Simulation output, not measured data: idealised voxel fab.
The process module presented herein is designated voxel wiring stack.
Pictured: cross-section cut, 270 nm wide, on a grid of 5 nm square cells.
Cross-sections here: square-cell grids, written as top-down lists of bands, a band being one or more rows of cells. Band: top height; bottom height; in nm. Then, left to right: material with width in nm, for each material. "everywhere": a single material spanning edge to edge. "empty": empty space. Heads up on the height convention: 0 is the point under which the incoming wafer is all one material, and the lowest band has no bottom, it just keeps going down, like "from 0 down". Note: "30..40" means the width goes from the first number (top row of the band) to the second number (bottom row) in equal steps per row of cells. For the purposes of this document, the phrase "same as before" attached to a step denotes that no cell within the cross-section was modified by that step. "Catalogued sealed voids": sealed empty spaces, 8 cells or more, no open way to top, listed width x height at distance, with distance from the left edge and width, height and distance in nm. Whatever follows a step's settings on its line is a remark the simulator itself makes about that step. overlay nm: right-of-plan distance of the mask on a masked step; negative values mean left-of-plan.

### Listed below are the process steps as planned
1: RECEIVE: material Si
2: CONFORMAL_DEP: material SiO2, thk nm 15
3: CONFORMAL_DEP: material SiN, thk nm 5
4: DIRECTIONAL_DEP: material SiO2, thk nm 15
5: PATTERN: tone open, mask id METAL_1, material resist, width nm 30, pitch nm 50, thk nm 20, overlay nm 0
6: DIRECTIONAL_ETCH: etch materials SiO2, depth nm 15
7: DIRECTIONAL_ETCH: etch materials SiN, depth nm 5
8: STRIP: etch materials resist
9: CONFORMAL_DEP: material TiN, thk nm 5
10: FILL_DEP: material Cu, thk nm 10
11: CMP: height nm 35
12: CONFORMAL_DEP: material SiCN, thk nm 5
13: DIRECTIONAL_DEP: material lowk, thk nm 25
14: MASKED_ETCH: tone open, mask id METAL_2_HOLES, width nm 15, etch materials lowk, depth nm 25, overlay nm 0
15: DIRECTIONAL_DEP: material aC, thk nm 10
16: PATTERN: tone open, mask id METAL_2, material resist, width nm 30, pitch nm 50, thk nm 25, overlay nm 0
17: DIRECTIONAL_ETCH: etch materials aC, depth nm 10
18: STRIP: etch materials resist
19: DIRECTIONAL_ETCH: etch materials lowk, depth nm 15
20: DIRECTIONAL_ETCH: etch materials SiCN, depth nm 5
21: STRIP: etch materials aC
22: CONFORMAL_DEP: material TiN, thk nm 5
23: FILL_DEP: material Ru, thk nm 5
24: CMP: height nm 65
25: CONFORMAL_DEP: material SiCN, thk nm 5
26: DIRECTIONAL_DEP: material SiO2, thk nm 10
27: MASKED_ETCH: tone open, mask id PLUG_2, width nm 15, etch materials SiO2, depth nm 10, overlay nm 0
28: MASKED_ETCH: tone open, mask id PLUG_2, width nm 15, etch materials SiCN, depth nm 5, overlay nm 0
29: CONFORMAL_DEP: material TiN, thk nm 5
30: FILL_DEP: material Ru, thk nm 5
31: CMP: height nm 80
32: CONFORMAL_DEP: material SiN, thk nm 5
33: DIRECTIONAL_DEP: material SiO2, thk nm 20
34: MASKED_ETCH: tone open, mask id METAL_3, width nm 30, pitch nm 50, etch materials SiO2, depth nm 20, overlay nm 0
35: MASKED_ETCH: tone open, mask id METAL_3, width nm 30, pitch nm 50, etch materials SiN, depth nm 5, overlay nm 0
36: CONFORMAL_DEP: material TiN, thk nm 5
37: FILL_DEP: material Ru, thk nm 5
38: CMP: height nm 105
39: CONFORMAL_DEP: material SiN, thk nm 5

### First wafer out of two, processed as planned

### As-received state of the wafer in cross-section, equivalent to post-step 1
* from 0 down | Si everywhere
* Catalogued sealed voids: none

### Cross-sectional representation of the wafer at the conclusion of step 2
* from 15 to 0 | SiO2 everywhere
* Unchanged below 0.

### Cross-sectional representation of the wafer at the conclusion of step 3
* from 20 to 15 | SiN everywhere
* Unchanged below 15.

### Cross-sectional representation of the wafer at the conclusion of step 4
* from 35 to 20 | SiO2 everywhere
* Unchanged below 20.

### Cross-sectional representation of the wafer at the conclusion of step 5
* from 55 to 35 | 95 resist; 30 empty; 20 resist; 30 empty; 95 resist
* Unchanged below 35.

### Cross-sectional representation of the wafer at the conclusion of step 6
* from 55 to 35 | 95 resist; 30 empty; 20 resist; 30 empty; 95 resist
* from 35 to 20 | 95 SiO2; 30 empty; 20 SiO2; 30 empty; 95 SiO2
* Unchanged below 20.

### Cross-sectional representation of the wafer at the conclusion of step 7
* from 55 to 35 | 95 resist; 30 empty; 20 resist; 30 empty; 95 resist
* from 35 to 20 | 95 SiO2; 30 empty; 20 SiO2; 30 empty; 95 SiO2
* from 20 to 15 | 95 SiN; 30 empty; 20 SiN; 30 empty; 95 SiN
* Unchanged below 15.

### Cross-sectional representation of the wafer at the conclusion of step 8
* from 35 to 20 | 95 SiO2; 30 empty; 20 SiO2; 30 empty; 95 SiO2
* Unchanged below 20.

### Cross-sectional representation of the wafer at the conclusion of step 9
* from 40 to 35 | 100 TiN; 20 empty; 30 TiN; 20 empty; 100 TiN
* from 35 to 20 | 95 SiO2; 5 TiN; 20 empty; 5 TiN; 20 SiO2; 5 TiN; 20 empty; 5 TiN; 95 SiO2
* from 20 to 15 | 95 SiN; 30 TiN; 20 SiN; 30 TiN; 95 SiN
* Unchanged below 15.

### Cross-sectional representation of the wafer at the conclusion of step 10
* from 50 to 40 | Cu everywhere
* from 40 to 35 | 100 TiN; 20 Cu; 30 TiN; 20 Cu; 100 TiN
* from 35 to 20 | 95 SiO2; 5 TiN; 20 Cu; 5 TiN; 20 SiO2; 5 TiN; 20 Cu; 5 TiN; 95 SiO2
* Unchanged below 20.

### Cross-sectional representation of the wafer at the conclusion of step 11
* from 35 to 20 | 95 SiO2; 5 TiN; 20 Cu; 5 TiN; 20 SiO2; 5 TiN; 20 Cu; 5 TiN; 95 SiO2
* Unchanged below 20.

### Cross-sectional representation of the wafer at the conclusion of step 12
* from 40 to 35 | SiCN everywhere
* Unchanged below 35.

### Cross-sectional representation of the wafer at the conclusion of step 13
* from 65 to 40 | lowk everywhere
* Unchanged below 40.

### Cross-sectional representation of the wafer at the conclusion of step 14
* from 65 to 40 | 95 lowk; 15 empty; 160 lowk
* Unchanged below 40.

### Cross-sectional representation of the wafer at the conclusion of step 15
* from 75 to 65 | 95 aC; 15 empty; 160 aC
* from 65 to 50 | 95 lowk; 15 empty; 160 lowk
* from 50 to 40 | 95 lowk; 15 aC; 160 lowk
* Unchanged below 40.

### Cross-sectional representation of the wafer at the conclusion of step 16
* from 100 to 75 | 95 resist; 30 empty; 20 resist; 30 empty; 95 resist
* Unchanged below 75.

### Cross-sectional representation of the wafer at the conclusion of step 17
* from 90 to 75 | 95 resist; 30 empty; 20 resist; 30 empty; 95 resist
* from 75 to 65 | 95 aC; 30 empty; 20 aC; 30 empty; 95 aC
* from 65 to 40 | 95 lowk; 15 empty; 160 lowk
* Unchanged below 40.

### Cross-sectional representation of the wafer at the conclusion of step 18
* from 75 to 65 | 95 aC; 30 empty; 20 aC; 30 empty; 95 aC
* Unchanged below 65.

### Cross-sectional representation of the wafer at the conclusion of step 19
* from 75 to 65 | 95 aC; 30 empty; 20 aC; 30 empty; 95 aC
* from 65 to 50 | 95 lowk; 30 empty; 20 lowk; 30 empty; 95 lowk
* Unchanged below 50.

### Cross-sectional representation of the wafer at the conclusion of step 20
* from 75 to 65 | 95 aC; 30 empty; 20 aC; 30 empty; 95 aC
* from 65 to 50 | 95 lowk; 30 empty; 20 lowk; 30 empty; 95 lowk
* from 50 to 40 | 95 lowk; 15 empty; 160 lowk
* from 40 to 35 | 95 SiCN; 15 empty; 160 SiCN
* Unchanged below 35.

### Cross-sectional representation of the wafer at the conclusion of step 21
* from 65 to 50 | 95 lowk; 30 empty; 20 lowk; 30 empty; 95 lowk
* Unchanged below 50.

### Cross-sectional representation of the wafer at the conclusion of step 22
* from 70 to 65 | 100 TiN; 20 empty; 30 TiN; 20 empty; 100 TiN
* from 65 to 55 | 95 lowk; 5 TiN; 20 empty; 5 TiN; 20 lowk; 5 TiN; 20 empty; 5 TiN; 95 lowk
* from 55 to 50 | 95 lowk; 5 TiN; 5 empty; 20 TiN; 20 lowk; 30 TiN; 95 lowk
* from 50 to 40 | 95 lowk; 5 TiN; 5 empty; 5 TiN; 160 lowk
* from 40 to 35 | 95 SiCN; 15 TiN; 160 SiCN
* Unchanged below 35.

### Cross-sectional representation of the wafer at the conclusion of step 23
* from 75 to 70 | Ru everywhere
* from 70 to 65 | 100 TiN; 20 Ru; 30 TiN; 20 Ru; 100 TiN
* from 65 to 55 | 95 lowk; 5 TiN; 20 Ru; 5 TiN; 20 lowk; 5 TiN; 20 Ru; 5 TiN; 95 lowk
* from 55 to 50 | 95 lowk; 5 TiN; 5 Ru; 20 TiN; 20 lowk; 30 TiN; 95 lowk
* from 50 to 40 | 95 lowk; 5 TiN; 5 Ru; 5 TiN; 160 lowk
* Unchanged below 40.

### Cross-sectional representation of the wafer at the conclusion of step 24
* from 65 to 55 | 95 lowk; 5 TiN; 20 Ru; 5 TiN; 20 lowk; 5 TiN; 20 Ru; 5 TiN; 95 lowk
* Unchanged below 55.

### Cross-sectional representation of the wafer at the conclusion of step 25
* from 70 to 65 | SiCN everywhere
* Unchanged below 65.

### Cross-sectional representation of the wafer at the conclusion of step 26
* from 80 to 70 | SiO2 everywhere
* Unchanged below 70.

### Cross-sectional representation of the wafer at the conclusion of step 27
* from 80 to 70 | 95 SiO2; 15 empty; 160 SiO2
* Unchanged below 70.

### Cross-sectional representation of the wafer at the conclusion of step 28
* from 80 to 70 | 95 SiO2; 15 empty; 160 SiO2
* from 70 to 65 | 95 SiCN; 15 empty; 160 SiCN
* Unchanged below 65.

### Cross-sectional representation of the wafer at the conclusion of step 29
* from 85 to 80 | 100 TiN; 5 empty; 165 TiN
* from 80 to 70 | 95 SiO2; 5 TiN; 5 empty; 5 TiN; 160 SiO2
* from 70 to 65 | 95 SiCN; 15 TiN; 160 SiCN
* Unchanged below 65.

### Cross-sectional representation of the wafer at the conclusion of step 30
* from 90 to 85 | Ru everywhere
* from 85 to 80 | 100 TiN; 5 Ru; 165 TiN
* from 80 to 70 | 95 SiO2; 5 TiN; 5 Ru; 5 TiN; 160 SiO2
* Unchanged below 70.

### Cross-sectional representation of the wafer at the conclusion of step 31
* from 80 to 70 | 95 SiO2; 5 TiN; 5 Ru; 5 TiN; 160 SiO2
* Unchanged below 70.

### Cross-sectional representation of the wafer at the conclusion of step 32
* from 85 to 80 | SiN everywhere
* Unchanged below 80.

### Cross-sectional representation of the wafer at the conclusion of step 33
* from 105 to 85 | SiO2 everywhere
* Unchanged below 85.

### Cross-sectional representation of the wafer at the conclusion of step 34
* from 105 to 85 | 95 SiO2; 30 empty; 20 SiO2; 30 empty; 95 SiO2
* Unchanged below 85.

### Cross-sectional representation of the wafer at the conclusion of step 35
* from 105 to 85 | 95 SiO2; 30 empty; 20 SiO2; 30 empty; 95 SiO2
* from 85 to 80 | 95 SiN; 30 empty; 20 SiN; 30 empty; 95 SiN
* Unchanged below 80.

### Cross-sectional representation of the wafer at the conclusion of step 36
* from 110 to 105 | 100 TiN; 20 empty; 30 TiN; 20 empty; 100 TiN
* from 105 to 85 | 95 SiO2; 5 TiN; 20 empty; 5 TiN; 20 SiO2; 5 TiN; 20 empty; 5 TiN; 95 SiO2
* from 85 to 80 | 95 SiN; 30 TiN; 20 SiN; 30 TiN; 95 SiN
* Unchanged below 80.

### Cross-sectional representation of the wafer at the conclusion of step 37
* from 115 to 110 | Ru everywhere
* from 110 to 105 | 100 TiN; 20 Ru; 30 TiN; 20 Ru; 100 TiN
* from 105 to 85 | 95 SiO2; 5 TiN; 20 Ru; 5 TiN; 20 SiO2; 5 TiN; 20 Ru; 5 TiN; 95 SiO2
* Unchanged below 85.

### Cross-sectional representation of the wafer at the conclusion of step 38
* from 105 to 85 | 95 SiO2; 5 TiN; 20 Ru; 5 TiN; 20 SiO2; 5 TiN; 20 Ru; 5 TiN; 95 SiO2
* Unchanged below 85.

### Cross-sectional representation of the wafer at the conclusion of step 39
* from 110 to 105 | SiN everywhere
* Unchanged below 105.

### Second wafer - shared start and plan with the first - one error in running - same as the first up to step 31 inclusive

### Second wafer: cross-section at the scheduled end of step 32
* from 100 to 80 | SiO2 everywhere
* Unchanged below 80.

### Second wafer: cross-section at the scheduled end of step 33
* from 105 to 100 | SiN everywhere
* Unchanged below 100.

Second wafer: cross-section at the scheduled end of step 34: same as before

### Second wafer: cross-section at the scheduled end of step 35
* from 105 to 100 | 95 SiN; 30 empty; 20 SiN; 30 empty; 95 SiN
* Unchanged below 100.

### Second wafer: cross-section at the scheduled end of step 36
* from 110 to 105 | 100 TiN; 20 empty; 30 TiN; 20 empty; 100 TiN
* from 105 to 100 | 95 SiN; 30 TiN; 20 SiN; 30 TiN; 95 SiN
* Unchanged below 100.

### Second wafer: cross-section at the scheduled end of step 37
* from 115 to 110 | Ru everywhere
* from 110 to 105 | 100 TiN; 20 Ru; 30 TiN; 20 Ru; 100 TiN
* Unchanged below 105.

### Second wafer: cross-section at the scheduled end of step 38
* from 105 to 100 | 95 SiN; 30 TiN; 20 SiN; 30 TiN; 95 SiN
* Unchanged below 100.

### Second wafer: cross-section at the scheduled end of step 39
* from 110 to 105 | SiN everywhere
* Unchanged below 105.
Finding, execution versus plan: swap of plan steps 32 and 33 during execution
Final difference in cells, second wafer against first, listed per material as more or fewer: Ru: 32 fewer; SiO2: 48 more; TiN: 16 fewer
